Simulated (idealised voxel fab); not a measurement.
The following process module bears the name voxel fin reveal.
Displayed cross-section: cut, width of 200 nm, square cells sized 5 nm.
A cross-section is a grid of square cells, given in bands from the top down. A band is one or more rows of cells.
Quick guide to a band line: top height, bottom height (nm) up front; then every material left to right with its width in nm. Only one material and it's marked "all across"? Then it fills the band edge to edge. And "air" just means empty space.
It should be noted that heights are counted from 0, beneath which the wafer as supplied is of one material throughout, and that the lowest band possesses no lower boundary but continues downward, as written in "z 0 and below".
Width "30 to 40": first value at the band's top row of cells, second value at its bottom row, equal change from row to row.
Where a step carries "everything unchanged", the cross-section came out of it unchanged, cell for cell.
"Sealed internal voids" lists enclosed empty spaces (at least 8 cells, no open path upward to the top), each as width x height at distance from the left edge, in nm.
What comes after the settings on a step's line is commentary from the simulator itself on that step.
Regarding "overlay nm": on a step with a mask, it is the distance the mask lay to the right of its planned place; a negative value places it to the left.

-- Steps in the process plan
1. op RECEIVE | material Si
2. op CONFORMAL_DEP | material SiN | thk nm 5
3. op DIRECTIONAL_DEP | material aC | thk nm 15
4. op PATTERN | tone cover | mask id FINS | material resist | width nm 15 | pitch nm 35 | thk nm 35 | overlay nm -15
5. op DIRECTIONAL_ETCH | etch materials aC | depth nm 15
6. op STRIP | etch materials resist
7. op DIRECTIONAL_ETCH | etch materials SiN | depth nm 5
8. op DIRECTIONAL_ETCH | etch materials Si | depth nm 35
9. op STRIP | etch materials aC
10. op OXIDIZE | depth nm 5
11. op FILL_DEP | material SiO2 | thk nm 15
12. op CMP | height nm 5
13. op SELECTIVE_ETCH | etch materials SiO2 | depth nm 20
14. op STRIP | etch materials SiN
15. op CONFORMAL_DEP | material SiO2 | thk nm 5
Be aware that, although all wafers share a common starting state, the overlay nm at step 4 differs among them, and the plan displays the first wafer's value.

-- Cut through the first of several wafers as received, post step 1
	z 0 and below | Si all across
	Sealed internal voids: none

-- Quick look at the cross-section of the first of several wafers after step 15, which wraps up the module
	z 5 to 0 | air=60; SiO2=15; air=20; SiO2=15; air=90
	z 0 to -10 | air=60; SiO2=5; Si=5; SiO2=5; air=20; SiO2=5; Si=5; SiO2=5; air=90
	z -10 to -40 | SiO2=65; Si=5; SiO2=30; Si=5; SiO2=95
	z -40 and below | Si all across
	Sealed internal voids: none

-- Last wafer of the set, cross-sectioned at end of module
	z 5 to 0 | air=90; SiO2=15; air=20; SiO2=15; air=60
	z 0 to -10 | air=90; SiO2=5; Si=5; SiO2=5; air=20; SiO2=5; Si=5; SiO2=5; air=60
	z -10 to -40 | SiO2=95; Si=5; SiO2=30; Si=5; SiO2=65
	z -40 and below | Si all across
	Sealed internal voids: none

-- The following table contains a row per wafer, in which are reported, at the conclusion of the module, the cells of each material gained (+) or lost (-) since the wafer's receipt, with its closed voids given thereafter
overlay nm -15 | -304 Si | +242 SiO2 | Sealed internal voids: none
overlay nm -10 | -304 Si | +242 SiO2 | Sealed internal voids: none
overlay nm -5 | -304 Si | +242 SiO2 | Sealed internal voids: none
overlay nm 0 | -304 Si | +242 SiO2 | Sealed internal voids: none
overlay nm 5 | -304 Si | +242 SiO2 | Sealed internal voids: none
overlay nm 10 | -304 Si | +242 SiO2 | Sealed internal voids: none
overlay nm 15 | -304 Si | +242 SiO2 | Sealed internal voids: none
